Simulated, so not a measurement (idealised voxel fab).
process module | voxel quadruple lines
cross-section cut | 280 nm wide | cells 5 nm
A cross-section is a grid of square cells, given in bands from the top down. A band is one or more rows of cells.
Each band's line starts with the height of the band's top and of its bottom, in nm. Then come its materials from left to right, each with its width in nm. One material with "throughout" fills the band from edge to edge. "air" is empty space.
Height 0 is the level under which the wafer as received is all one material. The lowest band goes on downwards, as in "0 down".
A width such as "30 to 40" changes by the same amount from each row of cells to the next, from the band's top row to its bottom row.
"no change" after a step means that no cell of the cross-section changed.
closed voids: empty space of 8 cells or more with no open way to the top, each as width x height at its distance from the left edge, in nm
after a step's settings: what the simulator itself notes on the step
overlay nm, on a step with a mask: how far to the right of its planned place the mask lay; to the left if negative
plan
1 op RECEIVE | material Si
2 op CONFORMAL_DEP | material SiO2 | thk nm 10
3 op DIRECTIONAL_DEP | material W | thk nm 15
4 op DIRECTIONAL_DEP | material polySi | thk nm 20
5 op DIRECTIONAL_DEP | material aC | thk nm 20
6 op PATTERN | tone cover | mask id MANDREL | material resist | width nm 30 | thk nm 25 | overlay nm 0
7 op DIRECTIONAL_ETCH | etch materials aC | depth nm 20
8 op STRIP | etch materials resist
9 op CONFORMAL_DEP | material SiO2 | thk nm 10
10 op DIRECTIONAL_ETCH | etch materials SiO2 | depth nm 10
11 op STRIP | etch materials aC
12 op DIRECTIONAL_ETCH | etch materials polySi | depth nm 20
13 op STRIP | etch materials SiO2
14 op CONFORMAL_DEP | material SiN | thk nm 10
15 op DIRECTIONAL_ETCH | etch materials SiN | depth nm 10
16 op STRIP | etch materials polySi
17 op DIRECTIONAL_ETCH | etch materials W | depth nm 15
18 op STRIP | etch materials SiN
as received, after step 1
  0 down: Si throughout
  closed voids: none
first wafer at the end, as planned
  25 to 10: air 105 | W 10 | air 10 | W 10 | air 10 | W 10 | air 10 | W 10 | air 105
  10 to 0: SiO2 throughout
  0 down: Si throughout
  closed voids: none
second wafer at the end: like start, like plan, one mistake
  50 to 45: W throughout
  45 to 25: polySi throughout
  25 to 10: W throughout
  10 to 0: SiO2 throughout
  0 down: Si throughout
  closed voids: none
what went wrong: step 5 ran as: op DIRECTIONAL_DEP | material W | thk nm 20
at the end the second wafer has, in cells: 200 more of W | 224 more of polySi
